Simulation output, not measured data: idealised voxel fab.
process module | voxel quadruple lines
cross-section cut | 290 nm wide | cells 5 nm
A cross-section is a grid of square cells, given in bands from the top down. A band is one or more rows of cells.
Each band's line starts with the height of the band's top and of its bottom, in nm. Then come its materials from left to right, each with its width in nm. One material with "throughout" fills the band from edge to edge. "air" is empty space.
Height 0 is the level under which the wafer as received is all one material. The lowest band goes on downwards, as in "0 down".
A width such as "30 to 40" changes by the same amount from each row of cells to the next, from the band's top row to its bottom row.
"no change" after a step means that no cell of the cross-section changed.
closed voids: empty space of 8 cells or more with no open way to the top, each as width x height at its distance from the left edge, in nm
after a step's settings: what the simulator itself notes on the step
overlay nm, on a step with a mask: how far to the right of its planned place the mask lay; to the left if negative
plan
1 op RECEIVE | material Si
2 op CONFORMAL_DEP | material Al2O3 | thk nm 5
3 op DIRECTIONAL_DEP | material W | thk nm 10
4 op DIRECTIONAL_DEP | material polySi | thk nm 15
5 op DIRECTIONAL_DEP | material aC | thk nm 20
6 op PATTERN | tone cover | mask id MANDREL | material resist | width nm 35 | pitch nm 100 | thk nm 30 | overlay nm 0
7 op DIRECTIONAL_ETCH | etch materials aC | depth nm 20
8 op STRIP | etch materials resist
9 op CONFORMAL_DEP | material SiO2 | thk nm 15
10 op DIRECTIONAL_ETCH | etch materials SiO2 | depth nm 15
11 op STRIP | etch materials aC
12 op DIRECTIONAL_ETCH | etch materials polySi | depth nm 15
13 op STRIP | etch materials SiO2
14 op CONFORMAL_DEP | material SiCN | thk nm 10
15 op DIRECTIONAL_ETCH | etch materials SiCN | depth nm 10
16 op STRIP | etch materials polySi
17 op DIRECTIONAL_ETCH | etch materials W | depth nm 10
18 op STRIP | etch materials SiCN
19 op FILL_DEP | material SiO2 | thk nm 5
20 op CMP | height nm 15
as received, after step 1
  0 down: Si throughout
  closed voids: none
first wafer at the end, as planned
  15 to 5: SiO2 50 | W 10 | SiO2 15 | W 10 | SiO2 15 | W 10 | SiO2 15 | W 10 | SiO2 15 | W 10 | SiO2 15 | W 10 | SiO2 15 | W 10 | SiO2 15 | W 10 | SiO2 55
  5 to 0: Al2O3 throughout
  0 down: Si throughout
  closed voids: none
second wafer at the end: like start, like plan, one mistake
  15 to 5: SiO2 45 | W 10 | SiO2 15 | W 10 | SiO2 25 | W 10 | SiO2 15 | W 10 | SiO2 5 | W 10 | SiO2 15 | W 10 | SiO2 25 | W 10 | SiO2 15 | W 10 | SiO2 50
  5 to 0: Al2O3 throughout
  0 down: Si throughout
  closed voids: none
what went wrong: step 6 ran as: op PATTERN | tone cover | mask id MANDREL | material resist | width nm 45 | pitch nm 100 | thk nm 30 | overlay nm 0
at the end the second wafer has, in cells: as many of each material as the first, in other places
